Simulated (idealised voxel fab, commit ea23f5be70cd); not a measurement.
Process module name: voxel self aligned vias
Pictured: cross-section cut, 205 nm wide, on a grid of 5 nm square cells.
Reading order for cross-sections: top band down to bottom band. Underlying form: a grid of square cells. Band size: one or more rows of cells. Quick guide to a band line: top height, bottom height (nm) up front; then every material left to right with its width in nm. Only one material and it's marked "throughout"? Then it fills the band edge to edge. And "empty" just means empty space. Below 0: as-received wafer, all one material; heights counted from there. Lowest band: no bottom, goes on down, written "from 0 down". Width: "30->40" (first number = top row, second number = bottom row, same change from row to row of cells). Step note "nothing was modified" = no cross-section cell changed. Look at "Catalogued sealed voids" for the closed voids: empty spaces with no open path to the top, sized 8 cells or up. Each is width x height at distance, distance from the left edge, all nm. Heads up: the bit after the settings on a step's line is the simulator's remark on that step. For masked steps, "overlay nm" on the step line gives how far right of plan the mask actually lay; a minus sign means it lay to the left.

LISTED BELOW ARE THE PROCESS STEPS AS PLANNED
1 op RECEIVE | material Si
2 op CONFORMAL_DEP | material SiO2 | thk nm 10
3 op CONFORMAL_DEP | material SiCN | thk nm 5
4 op DIRECTIONAL_DEP | material lowk | thk nm 20
5 op DIRECTIONAL_DEP | material aC | thk nm 10
6 op PATTERN | tone open | mask id LINES | material resist | width nm 30 | pitch nm 80 | thk nm 30 | overlay nm 0
7 op DIRECTIONAL_ETCH | etch materials aC | depth nm 10
8 op STRIP | etch materials resist
9 op DIRECTIONAL_ETCH | etch materials lowk | depth nm 20
10 op STRIP | etch materials aC
11 op CONFORMAL_DEP | material TiN | thk nm 5
12 op FILL_DEP | material Ru | thk nm 5
13 op CMP | height nm 35
14 op SELECTIVE_ETCH | etch materials W Ru TiN | depth nm 10
15 op FILL_DEP | material SiN | thk nm 10
16 op CMP | height nm 35
17 op DIRECTIONAL_DEP | material lowk | thk nm 15
18 op DIRECTIONAL_DEP | material aC | thk nm 10
19 op PATTERN | tone open | mask id VIAS | material resist | width nm 50 | thk nm 30 | overlay nm 0
20 op DIRECTIONAL_ETCH | etch materials aC | depth nm 10
21 op STRIP | etch materials resist
22 op DIRECTIONAL_ETCH | etch materials lowk | depth nm 15
23 op DIRECTIONAL_ETCH | etch materials SiN | depth nm 10
24 op STRIP | etch materials aC
25 op CONFORMAL_DEP | material TiN | thk nm 5
26 op FILL_DEP | material W | thk nm 10
27 op CMP | height nm 50
28 op CONFORMAL_DEP | material SiN | thk nm 5

SO THIS IS THE INCOMING WAFER IN CROSS-SECTION - IT'S ALREADY BEEN THROUGH STEP 1
  from 0 down  Si throughout
  Catalogued sealed voids: none

FIRST OF TWO WAFERS AT THE END OF THE MODULE, SHOWN IN CROSS-SECTION; RUN CARRIED OUT AS PLANNED
  from 55 to 50  SiN throughout
  from 50 to 40  lowk 35; TiN 5; W 40; TiN 5; lowk 120
  from 40 to 35  lowk 35; TiN 15; W 20; TiN 15; lowk 120
  from 35 to 30  lowk 45; TiN 5; W 20; TiN 5; lowk 50; SiN 30; lowk 50
  from 30 to 25  lowk 45; TiN 30; lowk 50; SiN 30; lowk 50
  from 25 to 20  lowk 45; TiN 5; Ru 20; TiN 5; lowk 50; TiN 5; Ru 20; TiN 5; lowk 50
  from 20 to 15  lowk 45; TiN 30; lowk 50; TiN 30; lowk 50
  from 15 to 10  SiCN throughout
  from 10 to 0  SiO2 throughout
  from 0 down  Si throughout
  Catalogued sealed voids: none

CROSS-SECTIONAL IMAGE OF THE SECOND WAFER OF THE TWO FOLLOWING COMPLETION OF THE MODULE. STARTING STATE AND PROCESS PLAN WERE THE SAME AS FOR THE FIRST WAFER; ONE EXECUTION ERROR OCCURRED
  from 55 to 50  SiN throughout
  from 50 to 40  W 30; TiN 5; lowk 50; TiN 5; W 115
  from 40 to 35  TiN 35; lowk 50; TiN 45; W 20; TiN 55
  from 35 to 30  lowk 45; SiN 30; lowk 50; TiN 5; W 20; TiN 5; lowk 50
  from 30 to 25  lowk 45; SiN 30; lowk 50; TiN 30; lowk 50
  from 25 to 20  lowk 45; TiN 5; Ru 20; TiN 5; lowk 50; TiN 5; Ru 20; TiN 5; lowk 50
  from 20 to 15  lowk 45; TiN 30; lowk 50; TiN 30; lowk 50
  from 15 to 10  SiCN throughout
  from 10 to 0  SiO2 throughout
  from 0 down  Si throughout
  Catalogued sealed voids: none
So what did we get wrong on this run? heads up, step 19 didn't go per plan, it actually ran as op PATTERN | tone cover | mask id VIAS | material resist | width nm 50 | thk nm 30 | overlay nm 0
End check, counted in cells, second wafer has more or fewer of these materials than the first: 21 more of TiN, 42 more of W, 63 fewer of lowk
